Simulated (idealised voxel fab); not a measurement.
voxel capacitor over wiring: a process module
We display cut, a cross-section 230 nm in width whose square cells are each 5 nm.
In what follows, cross-sections appear as grids of square cells, described through bands that run from the top down, where every band is one or more rows of cells.
Band: top and bottom heights (nm) first, top before bottom; then materials from left to right, widths in nm. "everywhere" marks a sole material filling the band edge to edge. "blank" denotes empty space.
Basically, 0 is our baseline, since under it the wafer straight out of the box is all one material. The bottom band has no lower end and keeps on going down, so it looks like "0 -> down".
Width "30 to 40": first value at the band's top row of cells, second value at its bottom row, equal change from row to row.
What does "nothing changed" mean for a step? It means no cell of the cross-section changed in that step.
"Closed void register" contains a list of empty spaces, each no smaller than 8 cells and without an open way to the top, written in the form width x height at distance with the distance from the left edge and all three in nm.
Step line, after settings: the simulator's comment on this step.
Among the settings permitted on a step's line is "overlay nm"; applied to a step with a mask, it specifies the extent to which the mask lay to the right of its planned position, whereas a negative figure signifies a position to the left.

**Listed below are the process steps as planned**
| 1 | RECEIVE | material Si |
| 2 | CONFORMAL_DEP | material SiO2 | thk nm 10 |
| 3 | DIRECTIONAL_DEP | material TiN | thk nm 5 |
| 4 | DIRECTIONAL_DEP | material Ru | thk nm 25 |
| 5 | DIRECTIONAL_DEP | material aC | thk nm 15 |
| 6 | PATTERN | tone cover | mask id METAL_1 | material resist | width nm 25 | pitch nm 90 | thk nm 30 | overlay nm 0 |
| 7 | DIRECTIONAL_ETCH | etch materials aC | depth nm 15 |
| 8 | STRIP | etch materials resist |
| 9 | DIRECTIONAL_ETCH | etch materials Ru | depth nm 25 |
| 10 | DIRECTIONAL_ETCH | etch materials TiN | depth nm 5 |
| 11 | STRIP | etch materials aC |
| 12 | CONFORMAL_DEP | material SiCN | thk nm 5 |
| 13 | FILL_DEP | material SiO2 | thk nm 10 |
| 14 | CMP | height nm 30 |
| 15 | CONFORMAL_DEP | material SiCN | thk nm 5 |
| 16 | DIRECTIONAL_DEP | material SiO2 | thk nm 20 |
| 17 | PATTERN | tone open | mask id PLUG_1 | material resist | width nm 15 | thk nm 15 | overlay nm 0 |
| 18 | DIRECTIONAL_ETCH | etch materials SiO2 | depth nm 20 |
| 19 | DIRECTIONAL_ETCH | etch materials SiCN | depth nm 5 |
| 20 | STRIP | etch materials resist |
| 21 | CONFORMAL_DEP | material TiN | thk nm 5 |
| 22 | FILL_DEP | material Ru | thk nm 5 |
| 23 | CMP | height nm 65 |
| 24 | DIRECTIONAL_DEP | material TiN | thk nm 5 |
| 25 | DIRECTIONAL_DEP | material HfO2 | thk nm 5 |
| 26 | DIRECTIONAL_DEP | material TiN | thk nm 5 |
| 27 | DIRECTIONAL_DEP | material aC | thk nm 10 |
| 28 | PATTERN | tone cover | mask id UPPER_PLATE | material resist | width nm 70 | thk nm 25 | overlay nm 0 |
| 29 | DIRECTIONAL_ETCH | etch materials aC | depth nm 10 |
| 30 | STRIP | etch materials resist |
| 31 | DIRECTIONAL_ETCH | etch materials TiN | depth nm 5 |
| 32 | DIRECTIONAL_ETCH | etch materials HfO2 | depth nm 5 |
| 33 | STRIP | etch materials aC |
| 34 | DIRECTIONAL_DEP | material aC | thk nm 10 |
| 35 | PATTERN | tone cover | mask id LOWER_PLATE | material resist | width nm 80 | thk nm 30 | overlay nm 0 |
| 36 | DIRECTIONAL_ETCH | etch materials aC | depth nm 10 |
| 37 | STRIP | etch materials resist |
| 38 | DIRECTIONAL_ETCH | etch materials TiN | depth nm 5 |
| 39 | STRIP | etch materials aC |
| 40 | FILL_DEP | material SiO2 | thk nm 15 |
| 41 | CMP | height nm 90 |
| 42 | PATTERN | tone open | mask id PLUG_2 | material resist | width nm 15 | thk nm 20 | overlay nm 0 |
| 43 | DIRECTIONAL_ETCH | etch materials SiO2 | depth nm 10 |
| 44 | STRIP | etch materials resist |
| 45 | CONFORMAL_DEP | material TiN | thk nm 5 |
| 46 | FILL_DEP | material W | thk nm 10 |
| 47 | CMP | height nm 90 |
| 48 | CONFORMAL_DEP | material SiN | thk nm 5 |
Among the wafers covered here, the point of difference is the height nm at step 14; their starting state is shared, and the plan presents the value of the first wafer.

**Cut through the first of several wafers as received, post step 1**
> 0 -> down = Si everywhere
> Closed void register: none

**Below, a row for every wafer. Read it as the end-of-module picture: for each material the wafer shows its cells gained (+) or lost (-) since it was received, and then its closed voids**
height nm 30; +14 HfO2; +81 Ru; +91 SiCN; +46 SiN; +540 SiO2; +101 TiN; +1 W; Closed void register: none
height nm 35; +14 HfO2; +45 Ru; +95 SiCN; +46 SiN; +572 SiO2; +101 TiN; +1 W; Closed void register: none
height nm 40; +14 HfO2; +54 Ru; +99 SiCN; +46 SiN; +604 SiO2; +56 TiN; +1 W; Closed void register: none
height nm 45; +14 HfO2; +53 Ru; +113 SiCN; +46 SiN; +593 SiO2; +54 TiN; +1 W; Closed void register: none
height nm 50; +14 HfO2; +52 Ru; +113 SiCN; +46 SiN; +596 SiO2; +52 TiN; +1 W; Closed void register: none
height nm 55; +14 HfO2; +51 Ru; +113 SiCN; +46 SiN; +599 SiO2; +50 TiN; +1 W; Closed void register: none
